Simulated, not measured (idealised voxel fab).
The name of this process module is voxel trench capacitor.
Square cells of 5 nm make up the cross-section cut, whose width is 255 nm.
Each cross-section below is a grid of square cells, stated as bands in top-down order, with one or more rows of cells making up each band.
Band: top and bottom heights (nm) first, top before bottom; then materials from left to right, widths in nm. "all across" marks a sole material filling the band edge to edge. "empty" denotes empty space.
Heads up on the height convention: 0 is the point under which the incoming wafer is all one material, and the lowest band has no bottom, it just keeps going down, like "0 down".
The expression "30->40" gives the width at the extremes of the band, the first number at its top row of cells and the second at its bottom row, with the width changing by equal amounts from each row to the next in between.
No cell of the cross-section changed in a step that is given as "no modifications".
"Cavities, sealed" enumerates empty spaces isolated from the top, with no open way to it, that contain at least 8 cells, giving each as width x height at distance from the left edge, all three in nm.
On each step's line, the part that comes after the settings is the simulator's own comment on the step.
"overlay nm" denotes, for a step that has a mask, the displacement of the mask to the right of its planned place, with negative values corresponding to the left.
**Here's what the planned process steps look like**
1) RECEIVE with material Si
2) CONFORMAL_DEP with material SiN, thk nm 5
3) DIRECTIONAL_DEP with material aC, thk nm 15
4) PATTERN with tone open, mask id TRENCH, material resist, width nm 20, pitch nm 45, thk nm 30, overlay nm 0
5) DIRECTIONAL_ETCH with etch materials aC, depth nm 15
6) STRIP with etch materials resist
7) DIRECTIONAL_ETCH with etch materials SiN, depth nm 5
8) DIRECTIONAL_ETCH with etch materials Si, depth nm 30
9) STRIP with etch materials aC
10) CONFORMAL_DEP with material Al2O3, thk nm 5
11) FILL_DEP with material polySi, thk nm 5
12) CMP with height nm 5
**First of two wafers - as planned**
**Shown in cross-section is the wafer as received, that is, as it stands after step 1**
	0 down  Si all across
	Cavities, sealed: none
**Once step 2 is through, the wafer looks like this in cross-section**
	5 to 0  SiN all across
	Everything below 0 is unchanged.
**Once step 3 is through, the wafer looks like this in cross-section**
	20 to 5  aC all across
	Everything below 5 is unchanged.
**Once step 4 is through, the wafer looks like this in cross-section**
	50 to 20  95 of resist  20 of empty  25 of resist  20 of empty  95 of resist
	Everything below 20 is unchanged.
**Once step 5 is through, the wafer looks like this in cross-section**
	35 to 20  95 of resist  20 of empty  25 of resist  20 of empty  95 of resist
	20 to 5  95 of aC  20 of empty  25 of aC  20 of empty  95 of aC
	Everything below 5 is unchanged.
**Once step 6 is through, the wafer looks like this in cross-section**
	20 to 5  95 of aC  20 of empty  25 of aC  20 of empty  95 of aC
	Everything below 5 is unchanged.
**Once step 7 is through, the wafer looks like this in cross-section**
	20 to 5  95 of aC  20 of empty  25 of aC  20 of empty  95 of aC
	5 to 0  95 of SiN  20 of empty  25 of SiN  20 of empty  95 of SiN
	Everything below 0 is unchanged.
**Once step 8 is through, the wafer looks like this in cross-section**
	20 to 5  95 of aC  20 of empty  25 of aC  20 of empty  95 of aC
	5 to 0  95 of SiN  20 of empty  25 of SiN  20 of empty  95 of SiN
	0 to -30  95 of Si  20 of empty  25 of Si  20 of empty  95 of Si
	Everything below -30 is unchanged.
**Once step 9 is through, the wafer looks like this in cross-section**
	5 to 0  95 of SiN  20 of empty  25 of SiN  20 of empty  95 of SiN
	Everything below 0 is unchanged.
**Once step 10 is through, the wafer looks like this in cross-section**
	10 to 5  100 of Al2O3  10 of empty  35 of Al2O3  10 of empty  100 of Al2O3
	5 to 0  95 of SiN  5 of Al2O3  10 of empty  5 of Al2O3  25 of SiN  5 of Al2O3  10 of empty  5 of Al2O3  95 of SiN
	0 to -25  95 of Si  5 of Al2O3  10 of empty  5 of Al2O3  25 of Si  5 of Al2O3  10 of empty  5 of Al2O3  95 of Si
	-25 to -30  95 of Si  20 of Al2O3  25 of Si  20 of Al2O3  95 of Si
	Everything below -30 is unchanged.
**Once step 11 is through, the wafer looks like this in cross-section**
	15 to 10  polySi all across
	10 to 5  100 of Al2O3  10 of polySi  35 of Al2O3  10 of polySi  100 of Al2O3
	5 to 0  95 of SiN  5 of Al2O3  10 of polySi  5 of Al2O3  25 of SiN  5 of Al2O3  10 of polySi  5 of Al2O3  95 of SiN
	0 to -25  95 of Si  5 of Al2O3  10 of polySi  5 of Al2O3  25 of Si  5 of Al2O3  10 of polySi  5 of Al2O3  95 of Si
	Everything below -25 is unchanged.
**Once step 12 is through, the wafer looks like this in cross-section**
	5 to 0  95 of SiN  5 of Al2O3  10 of polySi  5 of Al2O3  25 of SiN  5 of Al2O3  10 of polySi  5 of Al2O3  95 of SiN
	Everything below 0 is unchanged.
**Second Wafer (Identical Start and Plan, One Processing Error; Matches First Wafer Through Step 3)**
**Look at the second wafer in cross-section at the time step 4 ought to have finished**
	50 to 20  100 of resist  15 of empty  30 of resist  15 of empty  95 of resist
	Everything below 20 is unchanged.
**Look at the second wafer in cross-section at the time step 5 ought to have finished**
	35 to 20  100 of resist  15 of empty  30 of resist  15 of empty  95 of resist
	20 to 5  100 of aC  15 of empty  30 of aC  15 of empty  95 of aC
	Everything below 5 is unchanged.
**Look at the second wafer in cross-section at the time step 6 ought to have finished**
	20 to 5  100 of aC  15 of empty  30 of aC  15 of empty  95 of aC
	Everything below 5 is unchanged.
**Look at the second wafer in cross-section at the time step 7 ought to have finished**
	20 to 5  100 of aC  15 of empty  30 of aC  15 of empty  95 of aC
	5 to 0  100 of SiN  15 of empty  30 of SiN  15 of empty  95 of SiN
	Everything below 0 is unchanged.
**Look at the second wafer in cross-section at the time step 8 ought to have finished**
	20 to 5  100 of aC  15 of empty  30 of aC  15 of empty  95 of aC
	5 to 0  100 of SiN  15 of empty  30 of SiN  15 of empty  95 of SiN
	0 to -30  100 of Si  15 of empty  30 of Si  15 of empty  95 of Si
	Everything below -30 is unchanged.
**Look at the second wafer in cross-section at the time step 9 ought to have finished**
	5 to 0  100 of SiN  15 of empty  30 of SiN  15 of empty  95 of SiN
	Everything below 0 is unchanged.
**Look at the second wafer in cross-section at the time step 10 ought to have finished**
	10 to 5  105 of Al2O3  5 of empty  40 of Al2O3  5 of empty  100 of Al2O3
	5 to 0  100 of SiN  5 of Al2O3  5 of empty  5 of Al2O3  30 of SiN  5 of Al2O3  5 of empty  5 of Al2O3  95 of SiN
	0 to -25  100 of Si  5 of Al2O3  5 of empty  5 of Al2O3  30 of Si  5 of Al2O3  5 of empty  5 of Al2O3  95 of Si
	-25 to -30  100 of Si  15 of Al2O3  30 of Si  15 of Al2O3  95 of Si
	Everything below -30 is unchanged.
**Look at the second wafer in cross-section at the time step 11 ought to have finished**
	15 to 10  polySi all across
	10 to 5  105 of Al2O3  5 of polySi  40 of Al2O3  5 of polySi  100 of Al2O3
	5 to 0  100 of SiN  5 of Al2O3  5 of polySi  5 of Al2O3  30 of SiN  5 of Al2O3  5 of polySi  5 of Al2O3  95 of SiN
	0 to -25  100 of Si  5 of Al2O3  5 of polySi  5 of Al2O3  30 of Si  5 of Al2O3  5 of polySi  5 of Al2O3  95 of Si
	Everything below -25 is unchanged.
**Look at the second wafer in cross-section at the time step 12 ought to have finished**
	5 to 0  100 of SiN  5 of Al2O3  5 of polySi  5 of Al2O3  30 of SiN  5 of Al2O3  5 of polySi  5 of Al2O3  95 of SiN
	Everything below 0 is unchanged.
Error vs. plan: step 4 ran differently from the plan; actual operation with settings: PATTERN with tone open, mask id TRENCH, material resist, width nm 15, pitch nm 45, thk nm 30, overlay nm 0
Once processing is complete, comparing cell counts shows that the second wafer has more or fewer of certain materials than the first: Al2O3 -2; Si +12; SiN +2; polySi -12
